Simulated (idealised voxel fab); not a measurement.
voxel tone inversion: a process module
The width of the displayed cross-section, cut, is 285 nm; its cells are square, with a size of 5 nm.
When this document writes out a cross-section, it uses a grid of square cells and lists it as bands, beginning at the top and moving down, with a band standing for one or more rows of cells. Each band's line starts with the height of the band's top and of its bottom, in nm. Then come its materials from left to right, each with its width in nm. One material with "throughout" fills the band from edge to edge. "blank" is empty space. Heads up on the height convention: 0 is the point under which the incoming wafer is all one material, and the lowest band has no bottom, it just keeps going down, like "from 0 down". Think of "30->40" as a width that walks from the first number to the second as you go down the band, top row to bottom row, taking equal-sized steps from row to row. "no change" (step): cross-section cells unchanged, all of them. Voids not open to the top, 8 cells minimum: see "Enclosed void catalog". Written width x height at distance; distance is from the left edge; nm. after a step's settings: what the simulator itself notes on the step. On any step carrying a mask, the "overlay nm" setting, if present on the step's line, tells how far right of its planned place the mask lay; negative values point to the left.

So here's the lineup of process steps we planned
1,RECEIVE: material Si
2,CONFORMAL_DEP: material SiN, thk nm 10
3,DIRECTIONAL_DEP: material aC, thk nm 15
4,PATTERN: tone cover, mask id POSTS, material resist, width nm 20, pitch nm 45, thk nm 20, overlay nm 0
5,DIRECTIONAL_ETCH: etch materials aC, depth nm 15
6,STRIP: etch materials resist
7,FILL_DEP: material SiO2, thk nm 10
8,CMP: height nm 25
9,STRIP: etch materials aC

Cross-section, incoming material, after step 1
- from 0 down: Si throughout
- Enclosed void catalog: none

Post-module cross-section of the first of two wafers (run per plan)
- from 25 to 10: SiO2 (110), blank (20), SiO2 (25), blank (20), SiO2 (110)
- from 10 to 0: SiN throughout
- from 0 down: Si throughout
- Enclosed void catalog: none

Cross-section, second wafer: same start as the first, same plan as the first, one mistake in running it; taken at the end of the module
- from 15 to 10: SiO2 (110), blank (20), SiO2 (25), blank (20), SiO2 (110)
- from 10 to 0: SiN throughout
- from 0 down: Si throughout
- Enclosed void catalog: none
Here's what went sideways: step 8 ran as: CMP: height nm 15
Bottom line after processing is that, in cells, the second wafer is up or down on some materials versus the first: 98 fewer of SiO2
